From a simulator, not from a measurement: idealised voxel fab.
process module | voxel wiring stack
cross-section cut | 260 nm wide | cells 5 nm
A cross-section is a grid of square cells, given in bands from the top down. A band is one or more rows of cells.
Each band's line starts with the height of the band's top and of its bottom, in nm. Then come its materials from left to right, each with its width in nm. One material with "throughout" fills the band from edge to edge. "air" is empty space.
Height 0 is the level under which the wafer as received is all one material. The lowest band goes on downwards, as in "0 down".
A width such as "30 to 40" changes by the same amount from each row of cells to the next, from the band's top row to its bottom row.
"no change" after a step means that no cell of the cross-section changed.
closed voids: empty space of 8 cells or more with no open way to the top, each as width x height at its distance from the left edge, in nm
after a step's settings: what the simulator itself notes on the step
overlay nm, on a step with a mask: how far to the right of its planned place the mask lay; to the left if negative
plan
1 op RECEIVE | material Si
2 op CONFORMAL_DEP | material SiO2 | thk nm 15
3 op CONFORMAL_DEP | material SiCN | thk nm 5
4 op DIRECTIONAL_DEP | material lowk | thk nm 25
5 op PATTERN | tone open | mask id METAL_1 | material resist | width nm 15 | pitch nm 40 | thk nm 15 | overlay nm 0
6 op DIRECTIONAL_ETCH | etch materials lowk | depth nm 25
7 op DIRECTIONAL_ETCH | etch materials SiCN | depth nm 5
8 op STRIP | etch materials resist
9 op CONFORMAL_DEP | material TiN | thk nm 5
10 op FILL_DEP | material Cu | thk nm 10
11 op CMP | height nm 45
12 op CONFORMAL_DEP | material SiCN | thk nm 5
13 op DIRECTIONAL_DEP | material lowk | thk nm 35
14 op PATTERN | tone open | mask id METAL_2_HOLES | material resist | width nm 15 | pitch nm 40 | thk nm 15 | overlay nm 0
15 op DIRECTIONAL_ETCH | etch materials lowk | depth nm 35
16 op STRIP | etch materials resist
17 op MASKED_ETCH | tone open | mask id METAL_2 | width nm 25 | pitch nm 40 | etch materials lowk | depth nm 20 | overlay nm 0
18 op MASKED_ETCH | tone open | mask id METAL_2 | width nm 25 | pitch nm 40 | etch materials SiCN | depth nm 5 | overlay nm 0
19 op CONFORMAL_DEP | material TiN | thk nm 5
20 op FILL_DEP | material Ru | thk nm 5
21 op CMP | height nm 85
22 op CONFORMAL_DEP | material SiCN | thk nm 5
23 op DIRECTIONAL_DEP | material lowk | thk nm 35
24 op DIRECTIONAL_DEP | material aC | thk nm 10
25 op PATTERN | tone open | mask id METAL_3 | material resist | width nm 25 | pitch nm 40 | thk nm 30 | overlay nm 0
26 op DIRECTIONAL_ETCH | etch materials aC | depth nm 10
27 op STRIP | etch materials resist
28 op DIRECTIONAL_ETCH | etch materials lowk | depth nm 20
29 op STRIP | etch materials aC
30 op DIRECTIONAL_DEP | material aC | thk nm 10
31 op PATTERN | tone open | mask id METAL_3_HOLES | material resist | width nm 15 | pitch nm 80 | thk nm 30 | overlay nm 0
32 op DIRECTIONAL_ETCH | etch materials aC | depth nm 10
33 op STRIP | etch materials resist
34 op DIRECTIONAL_ETCH | etch materials lowk | depth nm 15
35 op DIRECTIONAL_ETCH | etch materials SiCN | depth nm 5
36 op STRIP | etch materials aC
37 op CONFORMAL_DEP | material TiN | thk nm 5
38 op FILL_DEP | material Cu | thk nm 10
39 op CMP | height nm 125
40 op CONFORMAL_DEP | material SiCN | thk nm 5
41 op DIRECTIONAL_DEP | material lowk | thk nm 35
42 op PATTERN | tone open | mask id METAL_4_HOLES | material resist | width nm 15 | pitch nm 40 | thk nm 20 | overlay nm 0
43 op DIRECTIONAL_ETCH | etch materials lowk | depth nm 35
44 op STRIP | etch materials resist
45 op DIRECTIONAL_DEP | material aC | thk nm 10
46 op PATTERN | tone open | mask id METAL_4 | material resist | width nm 25 | pitch nm 40 | thk nm 30 | overlay nm 0
47 op DIRECTIONAL_ETCH | etch materials aC | depth nm 10
48 op STRIP | etch materials resist
49 op DIRECTIONAL_ETCH | etch materials lowk | depth nm 20
50 op DIRECTIONAL_ETCH | etch materials SiCN | depth nm 5
51 op STRIP | etch materials aC
52 op CONFORMAL_DEP | material TiN | thk nm 5
53 op FILL_DEP | material Cu | thk nm 10
54 op CMP | height nm 165
55 op CONFORMAL_DEP | material SiCN | thk nm 5
varied across the wafers: width nm of step 5. The plan shows the first wafer's value. All wafers start alike
first wafer as received, after step 1
  0 down: Si throughout
  closed voids: none
first wafer at the end, after step 55
  170 to 165: SiCN throughout
  165 to 150: lowk 75 | TiN 5 | Cu 15 | TiN 5 | lowk 15 | TiN 5 | Cu 15 | TiN 5 | lowk 15 | TiN 5 | Cu 15 | TiN 5 | lowk 80
  150 to 145: lowk 75 | TiN 5 | Cu 5 | TiN 15 | lowk 15 | TiN 5 | Cu 5 | TiN 15 | lowk 15 | TiN 5 | Cu 5 | TiN 15 | lowk 80
  145 to 130: lowk 75 | TiN 5 | Cu 5 | TiN 5 | lowk 25 | TiN 5 | Cu 5 | TiN 5 | lowk 25 | TiN 5 | Cu 5 | TiN 5 | lowk 90
  130 to 125: SiCN 75 | TiN 15 | SiCN 25 | TiN 15 | SiCN 25 | TiN 15 | SiCN 90
  125 to 110: lowk 75 | TiN 5 | Cu 15 | TiN 5 | lowk 15 | TiN 5 | Cu 15 | TiN 5 | lowk 15 | TiN 5 | Cu 15 | TiN 5 | lowk 80
  110 to 105: lowk 75 | TiN 5 | Cu 5 | TiN 15 | lowk 15 | TiN 25 | lowk 15 | TiN 5 | Cu 5 | TiN 15 | lowk 80
  105 to 90: lowk 75 | TiN 5 | Cu 5 | TiN 5 | lowk 65 | TiN 5 | Cu 5 | TiN 5 | lowk 90
  90 to 85: SiCN 75 | TiN 15 | SiCN 65 | TiN 15 | SiCN 90
  85 to 70: lowk 75 | TiN 5 | Ru 15 | TiN 5 | lowk 15 | TiN 5 | Ru 15 | TiN 5 | lowk 15 | TiN 5 | Ru 15 | TiN 5 | lowk 80
  70 to 65: lowk 75 | TiN 5 | Ru 5 | TiN 15 | lowk 15 | TiN 5 | Ru 5 | TiN 15 | lowk 15 | TiN 5 | Ru 5 | TiN 15 | lowk 80
  65 to 50: lowk 75 | TiN 5 | Ru 5 | TiN 5 | lowk 25 | TiN 5 | Ru 5 | TiN 5 | lowk 25 | TiN 5 | Ru 5 | TiN 5 | lowk 90
  50 to 45: SiCN 75 | TiN 15 | SiCN 25 | TiN 15 | SiCN 25 | TiN 15 | SiCN 90
  45 to 20: lowk 80 | TiN 5 | Cu 5 | TiN 5 | lowk 25 | TiN 5 | Cu 5 | TiN 5 | lowk 25 | TiN 5 | Cu 5 | TiN 5 | lowk 85
  20 to 15: SiCN 80 | TiN 15 | SiCN 25 | TiN 15 | SiCN 25 | TiN 15 | SiCN 85
  15 to 0: SiO2 throughout
  0 down: Si throughout
  closed voids: none
last wafer at the end
  170 to 165: SiCN throughout
  165 to 150: lowk 75 | TiN 5 | Cu 15 | TiN 5 | lowk 15 | TiN 5 | Cu 15 | TiN 5 | lowk 15 | TiN 5 | Cu 15 | TiN 5 | lowk 80
  150 to 145: lowk 75 | TiN 5 | Cu 5 | TiN 15 | lowk 15 | TiN 5 | Cu 5 | TiN 15 | lowk 15 | TiN 5 | Cu 5 | TiN 15 | lowk 80
  145 to 130: lowk 75 | TiN 5 | Cu 5 | TiN 5 | lowk 25 | TiN 5 | Cu 5 | TiN 5 | lowk 25 | TiN 5 | Cu 5 | TiN 5 | lowk 90
  130 to 125: SiCN 75 | TiN 15 | SiCN 25 | TiN 15 | SiCN 25 | TiN 15 | SiCN 90
  125 to 110: lowk 75 | TiN 5 | Cu 15 | TiN 5 | lowk 15 | TiN 5 | Cu 15 | TiN 5 | lowk 15 | TiN 5 | Cu 15 | TiN 5 | lowk 80
  110 to 105: lowk 75 | TiN 5 | Cu 5 | TiN 15 | lowk 15 | TiN 25 | lowk 15 | TiN 5 | Cu 5 | TiN 15 | lowk 80
  105 to 90: lowk 75 | TiN 5 | Cu 5 | TiN 5 | lowk 65 | TiN 5 | Cu 5 | TiN 5 | lowk 90
  90 to 85: SiCN 75 | TiN 15 | SiCN 65 | TiN 15 | SiCN 90
  85 to 70: lowk 75 | TiN 5 | Ru 15 | TiN 5 | lowk 15 | TiN 5 | Ru 15 | TiN 5 | lowk 15 | TiN 5 | Ru 15 | TiN 5 | lowk 80
  70 to 65: lowk 75 | TiN 5 | Ru 5 | TiN 15 | lowk 15 | TiN 5 | Ru 5 | TiN 15 | lowk 15 | TiN 5 | Ru 5 | TiN 15 | lowk 80
  65 to 50: lowk 75 | TiN 5 | Ru 5 | TiN 5 | lowk 25 | TiN 5 | Ru 5 | TiN 5 | lowk 25 | TiN 5 | Ru 5 | TiN 5 | lowk 90
  50 to 45: SiCN 75 | TiN 15 | SiCN 25 | TiN 15 | SiCN 25 | TiN 15 | SiCN 90
  45 to 20: lowk 75 | TiN 5 | Cu 15 | TiN 5 | lowk 15 | TiN 5 | Cu 15 | TiN 5 | lowk 15 | TiN 5 | Cu 15 | TiN 5 | lowk 80
  20 to 15: SiCN 75 | TiN 25 | SiCN 15 | TiN 25 | SiCN 15 | TiN 25 | SiCN 80
  15 to 0: SiO2 throughout
  0 down: Si throughout
  closed voids: none
each wafer at the end: cells of each material gained (+) or lost (-) since it was received, then its closed voids
width nm 15 | +89 Cu | +39 Ru | +227 SiCN | +156 SiO2 | +202 TiN | +1055 lowk | closed voids: none
width nm 20 | +104 Cu | +39 Ru | +224 SiCN | +156 SiO2 | +205 TiN | +1040 lowk | closed voids: none
width nm 25 | +119 Cu | +39 Ru | +221 SiCN | +156 SiO2 | +208 TiN | +1025 lowk | closed voids: none
